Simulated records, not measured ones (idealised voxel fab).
The name of this process module is voxel capacitor over wiring.
cross-section cut | 230 nm wide | cells 5 nm
In what follows, cross-sections appear as grids of square cells, described through bands that run from the top down, where every band is one or more rows of cells.
Heads up on the band format: heights come first, top then bottom, in nm. After that it's the materials left to right, each with its width in nm. A single material flagged "everywhere" fills the whole band edge to edge, and "blank" means there's empty space there.
All heights in this document are referenced to 0, defined as the level beneath which the wafer, as received, consists entirely of one material. The lowest band is not bounded below; it extends indefinitely downward and is written in the form "z 0 and below".
The expression "30..40" gives the width at the extremes of the band, the first number at its top row of cells and the second at its bottom row, with the width changing by equal amounts from each row to the next in between.
Step note "nothing got changed" = no cross-section cell changed.
"Trapped voids" enumerates empty spaces isolated from the top, with no open way to it, that contain at least 8 cells, giving each as width x height at distance from the left edge, all three in nm.
The remark found on a step's line after its settings is issued by the simulator itself and pertains to that step.
"overlay nm" answers the question of how far to the right of plan the mask lay on a step that has a mask, and when it is negative the answer is to the left.

# The steps planned for the process are as follows
step 1: op RECEIVE | material Si
step 2: op CONFORMAL_DEP | material SiO2 | thk nm 15
step 3: op CONFORMAL_DEP | material SiN | thk nm 5
step 4: op DIRECTIONAL_DEP | material SiO2 | thk nm 15
step 5: op MASKED_ETCH | tone open | mask id METAL_1 | width nm 20 | pitch nm 90 | etch materials SiO2 | depth nm 15 | overlay nm 0
step 6: op MASKED_ETCH | tone open | mask id METAL_1 | width nm 20 | pitch nm 90 | etch materials SiN | depth nm 5 | overlay nm 0
step 7: op CONFORMAL_DEP | material TiN | thk nm 5
step 8: op FILL_DEP | material Cu | thk nm 5
step 9: op CMP | height nm 35
step 10: op CONFORMAL_DEP | material SiCN | thk nm 5
step 11: op DIRECTIONAL_DEP | material SiO2 | thk nm 15
step 12: op MASKED_ETCH | tone open | mask id PLUG_1 | width nm 15 | etch materials SiO2 | depth nm 15 | overlay nm 0
step 13: op MASKED_ETCH | tone open | mask id PLUG_1 | width nm 15 | etch materials SiCN | depth nm 5 | overlay nm 0
step 14: op CONFORMAL_DEP | material TiN | thk nm 5
step 15: op FILL_DEP | material Ru | thk nm 5
step 16: op CMP | height nm 55
step 17: op DIRECTIONAL_DEP | material TiN | thk nm 10
step 18: op DIRECTIONAL_DEP | material HfO2 | thk nm 5
step 19: op DIRECTIONAL_DEP | material TiN | thk nm 10
step 20: op MASKED_ETCH | tone cover | mask id UPPER_PLATE | width nm 75 | etch materials TiN | depth nm 10 | overlay nm 0
step 21: op MASKED_ETCH | tone cover | mask id UPPER_PLATE | width nm 75 | etch materials HfO2 | depth nm 5 | overlay nm 0
step 22: op MASKED_ETCH | tone cover | mask id LOWER_PLATE | width nm 85 | etch materials TiN | depth nm 10 | overlay nm 0
step 23: op FILL_DEP | material SiO2 | thk nm 20
step 24: op CMP | height nm 95
step 25: op PATTERN | tone open | mask id PLUG_2 | material resist | width nm 15 | thk nm 15 | overlay nm 0
step 26: op DIRECTIONAL_ETCH | etch materials SiO2 | depth nm 15
step 27: op STRIP | etch materials resist
step 28: op CONFORMAL_DEP | material TiN | thk nm 5
step 29: op FILL_DEP | material W | thk nm 5
step 30: op CMP | height nm 95
step 31: op CONFORMAL_DEP | material SiN | thk nm 5

# Wafer at receipt (post step 1), cross-section
> z 0 and below = Si everywhere
> Trapped voids: none

# Cross-section taken at module completion on the first of two wafers; processed per the plan
> z 100 to 95 = SiN everywhere
> z 95 to 85 = SiO2 (75) / TiN (5) / W (5) / TiN (5) / SiO2 (140)
> z 85 to 80 = SiO2 (75) / TiN (15) / SiO2 (140)
> z 80 to 70 = SiO2 (65) / TiN (75) / SiO2 (90)
> z 70 to 65 = SiO2 (65) / HfO2 (75) / SiO2 (90)
> z 65 to 55 = SiO2 (60) / TiN (85) / SiO2 (85)
> z 55 to 40 = SiO2 (65) / TiN (5) / Ru (5) / TiN (5) / SiO2 (150)
> z 40 to 35 = SiCN (65) / TiN (15) / SiCN (150)
> z 35 to 20 = SiO2 (60) / TiN (5) / Cu (10) / TiN (5) / SiO2 (70) / TiN (5) / Cu (10) / TiN (5) / SiO2 (60)
> z 20 to 15 = SiN (60) / TiN (20) / SiN (70) / TiN (20) / SiN (60)
> z 15 to 0 = SiO2 everywhere
> z 0 and below = Si everywhere
> Trapped voids: none

# Here is the second of the two wafers cut open at the end of the module - same start, same plan as the first one, but we made one mistake running it
> z 100 to 95 = SiN everywhere
> z 95 to 85 = SiO2 (75) / TiN (5) / W (5) / TiN (5) / SiO2 (140)
> z 85 to 80 = SiO2 (75) / TiN (15) / SiO2 (140)
> z 80 to 70 = SiO2 (65) / TiN (75) / SiO2 (90)
> z 70 to 65 = SiO2 (65) / HfO2 (75) / SiO2 (90)
> z 65 to 55 = SiO2 (60) / TiN (85) / SiO2 (85)
> z 55 to 50 = SiCN (65) / TiN (15) / SiCN (150)
> z 50 to 35 = SiO2 everywhere
> z 35 to 20 = SiO2 (60) / TiN (5) / Cu (10) / TiN (5) / SiO2 (70) / TiN (5) / Cu (10) / TiN (5) / SiO2 (60)
> z 20 to 15 = SiN (60) / TiN (20) / SiN (70) / TiN (20) / SiN (60)
> z 15 to 0 = SiO2 everywhere
> z 0 and below = Si everywhere
> Trapped voids: none
Diagnosis: steps 10 and 11 traded places in the executed sequence
Wafer comparison, final, in cells, second relative to first, materials more or fewer: 3 fewer of Ru; 9 more of SiO2; 6 fewer of TiN
